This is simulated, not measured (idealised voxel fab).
Herein follows the process module entitled voxel released beams.
Xsec cut, 160 nm wide, square cell size 5 nm.
When this document writes out a cross-section, it uses a grid of square cells and lists it as bands, beginning at the top and moving down, with a band standing for one or more rows of cells.
Top height, bottom height, nm. Materials left to right, width each, nm. Single material + "everywhere" = fills band edge to edge. "empty" = empty.
The level at which height equals 0 is the one under which the wafer, as it arrives, is entirely one material. No lower edge exists for the bottom band, which continues downward and is notated as in "0 -> down".
Note: "30->40" means the width goes from the first number (top row of the band) to the second number (bottom row) in equal steps per row of cells.
Basically "no modification" means that step didn't change any cell in the cross-section.
Listed in "Completely sealed voids": every empty space of 8 or more cells without an open way to the top. Form: width x height at distance, the distance being from the left edge, all in nm.
Formally, on a step line, whatever follows the settings is a remark that the simulator itself makes on the step.
When a step includes a mask, the "overlay nm" setting on its line states how far to the right of its planned place that mask lay, and negative values state how far to the left.

# Steps in the process plan
1. RECEIVE | material Si
2. CONFORMAL_DEP | material SiN | thk nm 5
3. DIRECTIONAL_DEP | material SiO2 | thk nm 10
4. DIRECTIONAL_DEP | material aC | thk nm 10
5. PATTERN | tone open | mask id ANCHOR | material resist | width nm 30 | thk nm 30 | overlay nm 0
6. DIRECTIONAL_ETCH | etch materials aC | depth nm 10
7. STRIP | etch materials resist
8. DIRECTIONAL_ETCH | etch materials SiO2 | depth nm 10
9. STRIP | etch materials aC
10. CONFORMAL_DEP | material polySi | thk nm 10
11. PATTERN | tone cover | mask id BEAM | material resist | width nm 105 | thk nm 15 | overlay nm 0
12. DIRECTIONAL_ETCH | etch materials polySi | depth nm 10
13. STRIP | etch materials resist
14. STRIP | etch materials SiO2

# First wafer, two in total, run as planned

# Wafer cross-section on receipt, i.e. after step 1
  0 -> down: Si everywhere
  Completely sealed voids: none

# The wafer, seen in cross-section, after step 2
  5 -> 0: SiN everywhere
  Below 0, the layers are the same as they were.

# The wafer, seen in cross-section, after step 3
  15 -> 5: SiO2 everywhere
  Below 5, the layers are the same as they were.

# The wafer, seen in cross-section, after step 4
  25 -> 15: aC everywhere
  Below 15, the layers are the same as they were.

# The wafer, seen in cross-section, after step 5
  55 -> 25: resist (30) | empty (30) | resist (100)
  Below 25, the layers are the same as they were.

# The wafer, seen in cross-section, after step 6
  45 -> 25: resist (30) | empty (30) | resist (100)
  25 -> 15: aC (30) | empty (30) | aC (100)
  Below 15, the layers are the same as they were.

# The wafer, seen in cross-section, after step 7
  25 -> 15: aC (30) | empty (30) | aC (100)
  Below 15, the layers are the same as they were.

# The wafer, seen in cross-section, after step 8
  25 -> 15: aC (30) | empty (30) | aC (100)
  15 -> 5: SiO2 (30) | empty (30) | SiO2 (100)
  Below 5, the layers are the same as they were.

# The wafer, seen in cross-section, after step 9
  15 -> 5: SiO2 (30) | empty (30) | SiO2 (100)
  Below 5, the layers are the same as they were.

# The wafer, seen in cross-section, after step 10
  25 -> 15: polySi (40) | empty (10) | polySi (110)
  15 -> 5: SiO2 (30) | polySi (30) | SiO2 (100)
  Below 5, the layers are the same as they were.

# The wafer, seen in cross-section, after step 11
  40 -> 25: empty (25) | resist (105) | empty (30)
  25 -> 15: polySi (40) | resist (10) | polySi (110)
  Below 15, the layers are the same as they were.

# The wafer, seen in cross-section, after step 12
  40 -> 25: empty (25) | resist (105) | empty (30)
  25 -> 15: empty (25) | polySi (15) | resist (10) | polySi (80) | empty (30)
  Below 15, the layers are the same as they were.

# The wafer, seen in cross-section, after step 13
  25 -> 15: empty (25) | polySi (15) | empty (10) | polySi (80) | empty (30)
  Below 15, the layers are the same as they were.

# The wafer, seen in cross-section, after step 14
  25 -> 15: empty (25) | polySi (15) | empty (10) | polySi (80) | empty (30)
  15 -> 5: empty (30) | polySi (30) | empty (100)
  Below 5, the layers are the same as they were.

# The Second Wafer: Common Origin and Plan, One Mistake in Execution, Identical to the First Through Step 1

X-section, second wafer, when step 2 was due to finish: no modification

# X-section, second wafer, when step 3 was due to finish
  10 -> 0: SiO2 everywhere
  Below 0, the layers are the same as they were.

# X-section, second wafer, when step 4 was due to finish
  20 -> 10: aC everywhere
  Below 10, the layers are the same as they were.

# X-section, second wafer, when step 5 was due to finish
  50 -> 20: resist (30) | empty (30) | resist (100)
  Below 20, the layers are the same as they were.

# X-section, second wafer, when step 6 was due to finish
  40 -> 20: resist (30) | empty (30) | resist (100)
  20 -> 10: aC (30) | empty (30) | aC (100)
  Below 10, the layers are the same as they were.

# X-section, second wafer, when step 7 was due to finish
  20 -> 10: aC (30) | empty (30) | aC (100)
  Below 10, the layers are the same as they were.

# X-section, second wafer, when step 8 was due to finish
  20 -> 10: aC (30) | empty (30) | aC (100)
  10 -> 0: SiO2 (30) | empty (30) | SiO2 (100)
  Below 0, the layers are the same as they were.

# X-section, second wafer, when step 9 was due to finish
  10 -> 0: SiO2 (30) | empty (30) | SiO2 (100)
  Below 0, the layers are the same as they were.

# X-section, second wafer, when step 10 was due to finish
  20 -> 10: polySi (40) | empty (10) | polySi (110)
  10 -> 0: SiO2 (30) | polySi (30) | SiO2 (100)
  Below 0, the layers are the same as they were.

# X-section, second wafer, when step 11 was due to finish
  35 -> 20: empty (25) | resist (105) | empty (30)
  20 -> 10: polySi (40) | resist (10) | polySi (110)
  Below 10, the layers are the same as they were.

# X-section, second wafer, when step 12 was due to finish
  35 -> 20: empty (25) | resist (105) | empty (30)
  20 -> 10: empty (25) | polySi (15) | resist (10) | polySi (80) | empty (30)
  Below 10, the layers are the same as they were.

# X-section, second wafer, when step 13 was due to finish
  20 -> 10: empty (25) | polySi (15) | empty (10) | polySi (80) | empty (30)
  Below 10, the layers are the same as they were.

# X-section, second wafer, when step 14 was due to finish
  20 -> 10: empty (25) | polySi (15) | empty (10) | polySi (80) | empty (30)
  10 -> 0: empty (30) | polySi (30) | empty (100)
  Below 0, the layers are the same as they were.
Here's what went sideways: no execution of plan step 2; skipped
Per the end-of-run cell counts, the second wafer holds more or fewer of some materials than the first: SiN -32
